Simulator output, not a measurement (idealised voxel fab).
The following is a process module called voxel lift off.
Displayed cross-section: cut, width of 225 nm, square cells sized 5 nm.
Cross-section, as written here: a square-cell grid given band by band from the top down, where a band holds one or more rows of cells.
Top height, bottom height, nm. Materials left to right, width each, nm. Single material + "everywhere" = fills band edge to edge. "empty" = empty.
Basically, 0 is our baseline, since under it the wafer straight out of the box is all one material. The bottom band has no lower end and keeps on going down, so it looks like "z 0 and below".
Width spec "30..40" -> top row of cells at first value, bottom row at second value, equal per-row change in between.
"stayed the same" means the step left every cell of the cross-section as it was.
In the "Sealed-off cavities" entry, you get each enclosed empty space of 8 cells or more, one with no open way to the top, written width x height at distance, distance from the left edge, in nm.
after a step's settings: what the simulator itself notes on the step
"overlay nm" denotes, for a step that has a mask, the displacement of the mask to the right of its planned place, with negative values corresponding to the left.
This section lists the process steps that were planned
1: RECEIVE,material Si
2: CONFORMAL_DEP,material SiO2,thk nm 10
3: PATTERN,tone open,mask id LINES,material resist,width nm 20,pitch nm 50,thk nm 20,overlay nm 0
4: DIRECTIONAL_DEP,material Ru,thk nm 5
5: STRIP,etch materials resist
6: CONFORMAL_DEP,material SiO2,thk nm 5
Here's what the wafer looked like in cross-section when it arrived - that's after step 1
> z 0 and below  Si everywhere
> Sealed-off cavities: none
As-planned run: cross-section of the first of two wafers at end of module
> z 20 to 15  70 of empty / 30 of SiO2 / 20 of empty / 30 of SiO2 / 75 of empty
> z 15 to 10  75 of SiO2 / 20 of Ru / 30 of SiO2 / 20 of Ru / 80 of SiO2
> z 10 to 0  SiO2 everywhere
> z 0 and below  Si everywhere
> Sealed-off cavities: none
Module end: cross-section of wafer two of two. Same start and process plan as the first wafer. One mistake during execution
> z 20 to 15  65 of empty / 30 of SiO2 / 20 of empty / 30 of SiO2 / 80 of empty
> z 15 to 10  70 of SiO2 / 20 of Ru / 30 of SiO2 / 20 of Ru / 85 of SiO2
> z 10 to 0  SiO2 everywhere
> z 0 and below  Si everywhere
> Sealed-off cavities: none
Finding, execution versus plan: rather than as planned, step 3 actually ran as PATTERN,tone open,mask id LINES,material resist,width nm 20,pitch nm 50,thk nm 20,overlay nm -5
End check, second vs first wafer: material counts in cells match, positions do not.
